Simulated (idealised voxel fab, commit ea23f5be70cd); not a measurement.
process module | voxel ribs on slabs
cross-section cut | 250 nm wide | cells 5 nm
A cross-section is a grid of square cells, given in bands from the top down. A band is one or more rows of cells.
Each band's line starts with the height of the band's top and of its bottom, in nm. Then come its materials from left to right, each with its width in nm. One material with "throughout" fills the band from edge to edge. "air" is empty space.
Height 0 is the level under which the wafer as received is all one material. The lowest band goes on downwards, as in "0 down".
A width such as "30 to 40" changes by the same amount from each row of cells to the next, from the band's top row to its bottom row.
"no change" after a step means that no cell of the cross-section changed.
closed voids: empty space of 8 cells or more with no open way to the top, each as width x height at its distance from the left edge, in nm
after a step's settings: what the simulator itself notes on the step
overlay nm, on a step with a mask: how far to the right of its planned place the mask lay; to the left if negative
plan
1 op RECEIVE | material Si
2 op DIRECTIONAL_DEP | material SiO2 | thk nm 30
3 op DIRECTIONAL_DEP | material polySi | thk nm 20
4 op PATTERN | tone cover | mask id RIB | material resist | width nm 30 | thk nm 15 | overlay nm 0
5 op DIRECTIONAL_ETCH | etch materials polySi | depth nm 5
6 op STRIP | etch materials resist
7 op PATTERN | tone cover | mask id SLAB | material resist | width nm 80 | thk nm 15 | overlay nm 0
8 op DIRECTIONAL_ETCH | etch materials polySi | depth nm 15
9 op STRIP | etch materials resist
10 op FILL_DEP | material SiO2 | thk nm 15
11 op CMP | height nm 60
12 op DIRECTIONAL_DEP | material W | thk nm 10
13 op PATTERN | tone cover | mask id HEATER | material resist | width nm 40 | thk nm 20 | overlay nm 0
14 op DIRECTIONAL_ETCH | etch materials W | depth nm 10
15 op STRIP | etch materials resist
16 op CONFORMAL_DEP | material SiO2 | thk nm 5
as received, after step 1
  0 down: Si throughout
  closed voids: none
first wafer at the end, as planned
  75 to 70: air 100 | SiO2 50 | air 100
  70 to 65: air 100 | SiO2 5 | W 40 | SiO2 5 | air 100
  65 to 60: SiO2 105 | W 40 | SiO2 105
  60 to 50: SiO2 throughout
  50 to 45: SiO2 110 | polySi 30 | SiO2 110
  45 to 30: SiO2 85 | polySi 80 | SiO2 85
  30 to 0: SiO2 throughout
  0 down: Si throughout
  closed voids: none
second wafer at the end: like start, like plan, one mistake
  75 to 70: air 100 | SiO2 50 | air 100
  70 to 65: air 100 | SiO2 5 | W 40 | SiO2 5 | air 100
  65 to 60: SiO2 105 | W 40 | SiO2 105
  60 to 50: SiO2 85 | polySi 80 | SiO2 85
  50 to 30: polySi throughout
  30 to 0: SiO2 throughout
  0 down: Si throughout
  closed voids: none
what went wrong: step 3 was run twice
at the end the second wafer has, in cells: 178 fewer of SiO2 | 178 more of polySi
